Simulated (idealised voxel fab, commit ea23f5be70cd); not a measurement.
process module | voxel capacitor over wiring
cross-section cut | 215 nm wide | cells 5 nm
A cross-section is a grid of square cells, given in bands from the top down. A band is one or more rows of cells.
Each band's line starts with the height of the band's top and of its bottom, in nm. Then come its materials from left to right, each with its width in nm. One material with "throughout" fills the band from edge to edge. "air" is empty space.
Height 0 is the level under which the wafer as received is all one material. The lowest band goes on downwards, as in "0 down".
A width such as "30 to 40" changes by the same amount from each row of cells to the next, from the band's top row to its bottom row.
"no change" after a step means that no cell of the cross-section changed.
closed voids: empty space of 8 cells or more with no open way to the top, each as width x height at its distance from the left edge, in nm
after a step's settings: what the simulator itself notes on the step
overlay nm, on a step with a mask: how far to the right of its planned place the mask lay; to the left if negative
plan
1 op RECEIVE | material Si
2 op CONFORMAL_DEP | material SiO2 | thk nm 15
3 op DIRECTIONAL_DEP | material TiN | thk nm 5
4 op DIRECTIONAL_DEP | material W | thk nm 15
5 op DIRECTIONAL_DEP | material aC | thk nm 15
6 op PATTERN | tone cover | mask id METAL_1 | material resist | width nm 20 | pitch nm 70 | thk nm 35 | overlay nm -15
7 op DIRECTIONAL_ETCH | etch materials aC | depth nm 15
8 op STRIP | etch materials resist
9 op DIRECTIONAL_ETCH | etch materials W | depth nm 15
10 op DIRECTIONAL_ETCH | etch materials TiN | depth nm 5
11 op STRIP | etch materials aC
12 op CONFORMAL_DEP | material SiN | thk nm 5
13 op FILL_DEP | material lowk | thk nm 10
14 op CMP | height nm 35
15 op CONFORMAL_DEP | material SiCN | thk nm 5
16 op DIRECTIONAL_DEP | material lowk | thk nm 20
17 op MASKED_ETCH | tone open | mask id PLUG_1 | width nm 15 | etch materials lowk | depth nm 20 | overlay nm 0
18 op MASKED_ETCH | tone open | mask id PLUG_1 | width nm 15 | etch materials SiCN | depth nm 5 | overlay nm 0
19 op CONFORMAL_DEP | material TiN | thk nm 5
20 op FILL_DEP | material Cu | thk nm 10
21 op CMP | height nm 60
22 op DIRECTIONAL_DEP | material TiN | thk nm 10
23 op DIRECTIONAL_DEP | material HfO2 | thk nm 5
24 op DIRECTIONAL_DEP | material TiN | thk nm 10
25 op PATTERN | tone cover | mask id UPPER_PLATE | material resist | width nm 55 | thk nm 15 | overlay nm 0
26 op DIRECTIONAL_ETCH | etch materials TiN | depth nm 10
27 op DIRECTIONAL_ETCH | etch materials HfO2 | depth nm 5
28 op STRIP | etch materials resist
29 op PATTERN | tone cover | mask id LOWER_PLATE | material resist | width nm 65 | thk nm 20 | overlay nm 0
30 op DIRECTIONAL_ETCH | etch materials TiN | depth nm 10
31 op STRIP | etch materials resist
32 op FILL_DEP | material SiO2 | thk nm 20
33 op CMP | height nm 100
34 op MASKED_ETCH | tone open | mask id PLUG_2 | width nm 15 | etch materials SiO2 | depth nm 15 | overlay nm 0
35 op CONFORMAL_DEP | material TiN | thk nm 5
36 op FILL_DEP | material Cu | thk nm 10
37 op CMP | height nm 100
38 op CONFORMAL_DEP | material SiN | thk nm 5
varied across the wafers: overlay nm of step 6. The plan shows the first wafer's value. All wafers start alike
first wafer as received, after step 1
  0 down: Si throughout
  closed voids: none
each wafer at the end: cells of each material gained (+) or lost (-) since it was received, then its closed voids
overlay nm -15 | +6 Cu | +11 HfO2 | +40 SiCN | +90 SiN | +405 SiO2 | +74 TiN | +24 W | +253 lowk | closed voids: none
overlay nm -10 | +6 Cu | +11 HfO2 | +40 SiCN | +90 SiN | +405 SiO2 | +74 TiN | +24 W | +253 lowk | closed voids: none
overlay nm -5 | +6 Cu | +11 HfO2 | +40 SiCN | +90 SiN | +405 SiO2 | +74 TiN | +24 W | +253 lowk | closed voids: none
overlay nm 0 | +6 Cu | +11 HfO2 | +40 SiCN | +90 SiN | +405 SiO2 | +74 TiN | +24 W | +253 lowk | closed voids: none
overlay nm 5 | +6 Cu | +11 HfO2 | +40 SiCN | +90 SiN | +405 SiO2 | +74 TiN | +24 W | +253 lowk | closed voids: none
overlay nm 10 | +6 Cu | +11 HfO2 | +40 SiCN | +90 SiN | +405 SiO2 | +74 TiN | +24 W | +253 lowk | closed voids: none
overlay nm 15 | +6 Cu | +11 HfO2 | +40 SiCN | +90 SiN | +405 SiO2 | +74 TiN | +24 W | +253 lowk | closed voids: none
